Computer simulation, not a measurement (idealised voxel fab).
process module | voxel lift off
cross-section cut | 230 nm wide | cells 5 nm
A cross-section is a grid of square cells, given in bands from the top down. A band is one or more rows of cells.
Each band's line starts with the height of the band's top and of its bottom, in nm. Then come its materials from left to right, each with its width in nm. One material with "throughout" fills the band from edge to edge. "air" is empty space.
Height 0 is the level under which the wafer as received is all one material. The lowest band goes on downwards, as in "0 down".
A width such as "30 to 40" changes by the same amount from each row of cells to the next, from the band's top row to its bottom row.
"no change" after a step means that no cell of the cross-section changed.
closed voids: empty space of 8 cells or more with no open way to the top, each as width x height at its distance from the left edge, in nm
after a step's settings: what the simulator itself notes on the step
overlay nm, on a step with a mask: how far to the right of its planned place the mask lay; to the left if negative
plan
1 op RECEIVE | material Si
2 op CONFORMAL_DEP | material SiN | thk nm 5
3 op PATTERN | tone open | mask id LINES | material resist | width nm 15 | pitch nm 30 | thk nm 30 | overlay nm -15
4 op DIRECTIONAL_DEP | material Ru | thk nm 15
5 op STRIP | etch materials resist
6 op CONFORMAL_DEP | material SiO2 | thk nm 5
varied across the wafers: overlay nm of step 3. The plan shows the first wafer's value. All wafers start alike
first wafer as received, after step 1
  0 down: Si throughout
  closed voids: none
first wafer at the end, after step 6
  25 to 20: air 70 | SiO2 25 | air 5 | SiO2 25 | air 105
  20 to 10: air 70 | SiO2 5 | Ru 15 | SiO2 5 | air 5 | SiO2 5 | Ru 15 | SiO2 5 | air 105
  10 to 5: SiO2 75 | Ru 15 | SiO2 15 | Ru 15 | SiO2 110
  5 to 0: SiN throughout
  0 down: Si throughout
  closed voids: none
last wafer at the end
  25 to 20: air 100 | SiO2 25 | air 5 | SiO2 25 | air 75
  20 to 10: air 100 | SiO2 5 | Ru 15 | SiO2 5 | air 5 | SiO2 5 | Ru 15 | SiO2 5 | air 75
  10 to 5: SiO2 105 | Ru 15 | SiO2 15 | Ru 15 | SiO2 80
  5 to 0: SiN throughout
  0 down: Si throughout
  closed voids: none
each wafer at the end: cells of each material gained (+) or lost (-) since it was received, then its closed voids
overlay nm -15 | +18 Ru | +46 SiN | +58 SiO2 | closed voids: none
overlay nm -10 | +18 Ru | +46 SiN | +58 SiO2 | closed voids: none
overlay nm -5 | +18 Ru | +46 SiN | +58 SiO2 | closed voids: none
overlay nm 0 | +18 Ru | +46 SiN | +58 SiO2 | closed voids: none
overlay nm 5 | +18 Ru | +46 SiN | +58 SiO2 | closed voids: none
overlay nm 10 | +18 Ru | +46 SiN | +58 SiO2 | closed voids: none
overlay nm 15 | +18 Ru | +46 SiN | +58 SiO2 | closed voids: none
